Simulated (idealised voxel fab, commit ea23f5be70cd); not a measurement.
Title: Process Module voxel released beams
The cross-section shown here is cut; it is 270 nm wide and divided into square cells measuring 5 nm on a side.
How to read a cross-section here: the picture is a grid of square cells, written as bands going from the top down, and any band can span one or more rows of cells.
Top, bottom (nm), then materials left to right with widths (nm); lone material tagged "all across" fills the whole band edge to edge; "blank" = empty space.
A quick word on heights: they are counted from 0, and under that level the wafer as it came to us is one material throughout. The lowest band is different from the rest in having no bottom; it simply continues downward, written as in "top 0, no bottom".
With a width like "30..40", each row of cells in the band differs from the next by the same amount, the top row carrying the first number and the bottom row the second.
Reading "no change occurred" for a step: not a cell of the cross-section changed in it.
Enclosed void listing: empty space of 8 cells or more with no open way to the top, each as width x height at its distance from the left edge, in nm
Step line, after settings: the simulator's comment on this step.
Among the settings permitted on a step's line is "overlay nm"; applied to a step with a mask, it specifies the extent to which the mask lay to the right of its planned position, whereas a negative figure signifies a position to the left.

SO HERE'S THE LINEUP OF PROCESS STEPS WE PLANNED
1: op RECEIVE | material Si
2: op CONFORMAL_DEP | material SiN | thk nm 5
3: op DIRECTIONAL_DEP | material SiO2 | thk nm 10
4: op MASKED_ETCH | tone open | mask id ANCHOR | width nm 35 | etch materials SiO2 | depth nm 10 | overlay nm 0
5: op CONFORMAL_DEP | material polySi | thk nm 10
6: op DIRECTIONAL_DEP | material aC | thk nm 15
7: op PATTERN | tone cover | mask id BEAM | material resist | width nm 100 | thk nm 30 | overlay nm 0
8: op DIRECTIONAL_ETCH | etch materials aC | depth nm 15
9: op STRIP | etch materials resist
10: op DIRECTIONAL_ETCH | etch materials polySi | depth nm 10
11: op STRIP | etch materials aC
12: op STRIP | etch materials SiO2

HERE'S WHAT THE WAFER LOOKED LIKE IN CROSS-SECTION WHEN IT ARRIVED - THAT'S AFTER STEP 1
top 0, no bottom  Si all across
Enclosed void listing: none

THE FIRST OF TWO WAFERS, CROSS-SECTIONED AT THE END OF THE MODULE, WITH THE RUN PROCEEDING AS PLANNED
top 25, bottom 15  blank (80) | polySi (15) | blank (15) | polySi (70) | blank (90)
top 15, bottom 5  blank (85) | polySi (35) | blank (150)
top 5, bottom 0  SiN all across
top 0, no bottom  Si all across
Enclosed void listing: none

SECOND WAFER CROSS-SECTION AT END OF MODULE - SHARED START AND PLAN WITH THE FIRST, ONE MISTAKE IN THE RUN
top 15, bottom 5  blank (80) | polySi (100) | blank (90)
top 5, bottom 0  SiN all across
top 0, no bottom  Si all across
Enclosed void listing: none
What went wrong in running the wafer? plan step 3: skipped, not run
Materials where the second wafer ends with more or fewer cells than the first: polySi -8
